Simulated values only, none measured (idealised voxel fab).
You're looking at the process module voxel ribs on slabs.
Cross-sectional view cut (width: 300 nm; square cell size: 5 nm).
Notation: cross-section as square-cell grid; stated in bands, top first, going down; one or more cell rows per band. Within each band entry, the heights of the top and of the bottom of the band appear first, in that order and in nm; the materials of the band then follow from left to right, each with its corresponding width in nm. The designation "edge to edge" on a single material indicates that it fills the band from edge to edge; the designation "blank" indicates empty space. It should be noted that heights are counted from 0, beneath which the wafer as supplied is of one material throughout, and that the lowest band possesses no lower boundary but continues downward, as written in "0 -> down". The width entry "30 to 40" should be interpreted row by row: the top row of cells in the band takes the first number, the bottom row takes the second number, and the change between adjacent rows is uniform throughout. You'll sometimes find "stayed the same" written for a step, and that's the way of saying that nowhere in the cross-section did a cell change during that step. In "Closed cavities" the enclosed voids are listed, meaning empty spaces of 8 cells or larger without any opening to the top. The form is width x height at distance, distance from the left edge, units nm. Formally, on a step line, whatever follows the settings is a remark that the simulator itself makes on the step. overlay nm: where the mask lay relative to plan, measured to the right, on steps with a mask; negatives go left.
## Here's what the planned process steps look like
1: RECEIVE | material Si
2: DIRECTIONAL_DEP | material SiO2 | thk nm 20
3: DIRECTIONAL_DEP | material SiN | thk nm 25
4: DIRECTIONAL_DEP | material aC | thk nm 15
5: PATTERN | tone cover | mask id RIB | material resist | width nm 15 | thk nm 30 | overlay nm 0
6: DIRECTIONAL_ETCH | etch materials aC | depth nm 15
7: STRIP | etch materials resist
8: DIRECTIONAL_ETCH | etch materials SiN | depth nm 10
9: STRIP | etch materials aC
10: DIRECTIONAL_DEP | material aC | thk nm 10
11: PATTERN | tone cover | mask id SLAB | material resist | width nm 55 | thk nm 30 | overlay nm 0
12: DIRECTIONAL_ETCH | etch materials aC | depth nm 10
13: STRIP | etch materials resist
14: DIRECTIONAL_ETCH | etch materials SiN | depth nm 15
15: STRIP | etch materials aC
16: FILL_DEP | material SiO2 | thk nm 20
17: CMP | height nm 55
18: DIRECTIONAL_DEP | material W | thk nm 5
19: DIRECTIONAL_DEP | material aC | thk nm 10
20: PATTERN | tone cover | mask id HEATER | material resist | width nm 25 | thk nm 30 | overlay nm 0
21: DIRECTIONAL_ETCH | etch materials aC | depth nm 10
22: STRIP | etch materials resist
23: DIRECTIONAL_ETCH | etch materials W | depth nm 5
24: STRIP | etch materials aC
25: CONFORMAL_DEP | material SiO2 | thk nm 10
## Wafer at receipt (post step 1), cross-section
- 0 -> down | Si edge to edge
- Closed cavities: none
## What the wafer looks like in cross-section after this module, when it starts as shown above and follows the plan above but one mistake is made in running it
- 70 -> 65 | 125 blank | 45 SiO2 | 130 blank
- 65 -> 60 | SiO2 edge to edge
- 60 -> 55 | 135 SiO2 | 25 W | 140 SiO2
- 55 -> 45 | SiO2 edge to edge
- 45 -> 30 | 140 SiO2 | 15 SiN | 145 SiO2
- 30 -> 20 | 120 SiO2 | 55 SiN | 125 SiO2
- 20 -> 0 | SiO2 edge to edge
- 0 -> down | Si edge to edge
- Closed cavities: none
Processing error: step 8 went in with a setting other than planned; the actual run was DIRECTIONAL_ETCH | etch materials SiN | depth nm 15
